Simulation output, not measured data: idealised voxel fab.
process module | voxel capacitor over wiring
cross-section cut | 170 nm wide | cells 5 nm
A cross-section is a grid of square cells, given in bands from the top down. A band is one or more rows of cells.
Each band's line starts with the height of the band's top and of its bottom, in nm. Then come its materials from left to right, each with its width in nm. One material with "throughout" fills the band from edge to edge. "air" is empty space.
Height 0 is the level under which the wafer as received is all one material. The lowest band goes on downwards, as in "0 down".
A width such as "30 to 40" changes by the same amount from each row of cells to the next, from the band's top row to its bottom row.
"no change" after a step means that no cell of the cross-section changed.
closed voids: empty space of 8 cells or more with no open way to the top, each as width x height at its distance from the left edge, in nm
after a step's settings: what the simulator itself notes on the step
overlay nm, on a step with a mask: how far to the right of its planned place the mask lay; to the left if negative
plan
1 op RECEIVE | material Si
2 op CONFORMAL_DEP | material SiO2 | thk nm 10
3 op DIRECTIONAL_DEP | material TiN | thk nm 5
4 op DIRECTIONAL_DEP | material Ru | thk nm 15
5 op PATTERN | tone cover | mask id METAL_1 | material resist | width nm 25 | pitch nm 85 | thk nm 15 | overlay nm 0
6 op DIRECTIONAL_ETCH | etch materials Ru | depth nm 15
7 op DIRECTIONAL_ETCH | etch materials TiN | depth nm 5
8 op STRIP | etch materials resist
9 op FILL_DEP | material lowk | thk nm 10
10 op CMP | height nm 30
11 op CONFORMAL_DEP | material SiCN | thk nm 5
12 op DIRECTIONAL_DEP | material lowk | thk nm 10
13 op PATTERN | tone open | mask id PLUG_1 | material resist | width nm 15 | thk nm 15 | overlay nm 0
14 op DIRECTIONAL_ETCH | etch materials lowk | depth nm 10
15 op DIRECTIONAL_ETCH | etch materials SiCN | depth nm 5
16 op STRIP | etch materials resist
17 op EPI | material Ru | thk nm 10
18 op EPI | material Ru | thk nm 5
19 op DIRECTIONAL_DEP | material TiN | thk nm 10
20 op DIRECTIONAL_DEP | material Al2O3 | thk nm 5
21 op DIRECTIONAL_DEP | material TiN | thk nm 5
22 op MASKED_ETCH | tone cover | mask id UPPER_PLATE | width nm 65 | etch materials TiN | depth nm 5 | overlay nm 0
23 op MASKED_ETCH | tone cover | mask id UPPER_PLATE | width nm 65 | etch materials Al2O3 | depth nm 5 | overlay nm 0
24 op DIRECTIONAL_DEP | material aC | thk nm 15
25 op PATTERN | tone cover | mask id LOWER_PLATE | material resist | width nm 75 | thk nm 35 | overlay nm 0
26 op DIRECTIONAL_ETCH | etch materials aC | depth nm 15
27 op STRIP | etch materials resist
28 op DIRECTIONAL_ETCH | etch materials TiN | depth nm 10
29 op STRIP | etch materials aC
30 op FILL_DEP | material SiO2 | thk nm 20
31 op CMP | height nm 80
32 op DIRECTIONAL_DEP | material aC | thk nm 15
33 op PATTERN | tone open | mask id PLUG_2 | material resist | width nm 15 | thk nm 30 | overlay nm 0
34 op DIRECTIONAL_ETCH | etch materials aC | depth nm 15
35 op STRIP | etch materials resist
36 op DIRECTIONAL_ETCH | etch materials SiO2 | depth nm 15
37 op STRIP | etch materials aC
38 op CONFORMAL_DEP | material TiN | thk nm 5
39 op FILL_DEP | material Cu | thk nm 5
40 op CMP | height nm 80
41 op CONFORMAL_DEP | material SiN | thk nm 5
as received, after step 1
  0 down: Si throughout
  closed voids: none
first wafer at the end, as planned
  85 to 80: SiN throughout
  80 to 70: SiO2 50 | TiN 5 | Cu 5 | TiN 5 | SiO2 105
  70 to 60: SiO2 50 to 40 | TiN 15 to 65 | SiO2 105 to 65
  60 to 55: SiO2 40 | Al2O3 65 | SiO2 65
  55 to 45: SiO2 35 | TiN 75 | SiO2 60
  45 to 35: lowk 40 | Ru 15 | lowk 115
  35 to 30: SiCN 40 | Ru 15 | SiCN 115
  30 to 15: lowk 30 | Ru 25 | lowk 60 | Ru 25 | lowk 30
  15 to 10: lowk 30 | TiN 25 | lowk 60 | TiN 25 | lowk 30
  10 to 0: SiO2 throughout
  0 down: Si throughout
  closed voids: none
second wafer at the end: like start, like plan, one mistake
  85 to 80: SiN throughout
  80 to 70: SiO2 50 | TiN 5 | Cu 5 | TiN 5 | SiO2 105
  70 to 60: SiO2 50 to 40 | TiN 15 to 65 | SiO2 105 to 65
  60 to 55: SiO2 40 | Al2O3 65 | SiO2 65
  55 to 45: SiO2 35 | TiN 75 | SiO2 60
  45 to 35: lowk 30 | Ru 15 | lowk 125
  35 to 30: SiCN 30 | Ru 15 | SiCN 125
  30 to 15: lowk 30 | Ru 25 | lowk 60 | Ru 25 | lowk 30
  15 to 10: lowk 30 | TiN 25 | lowk 60 | TiN 25 | lowk 30
  10 to 0: SiO2 throughout
  0 down: Si throughout
  closed voids: none
what went wrong: step 13 ran as: op PATTERN | tone open | mask id PLUG_1 | material resist | width nm 15 | thk nm 15 | overlay nm -10
at the end the second wafer has, in cells: as many of each material as the first, in other places
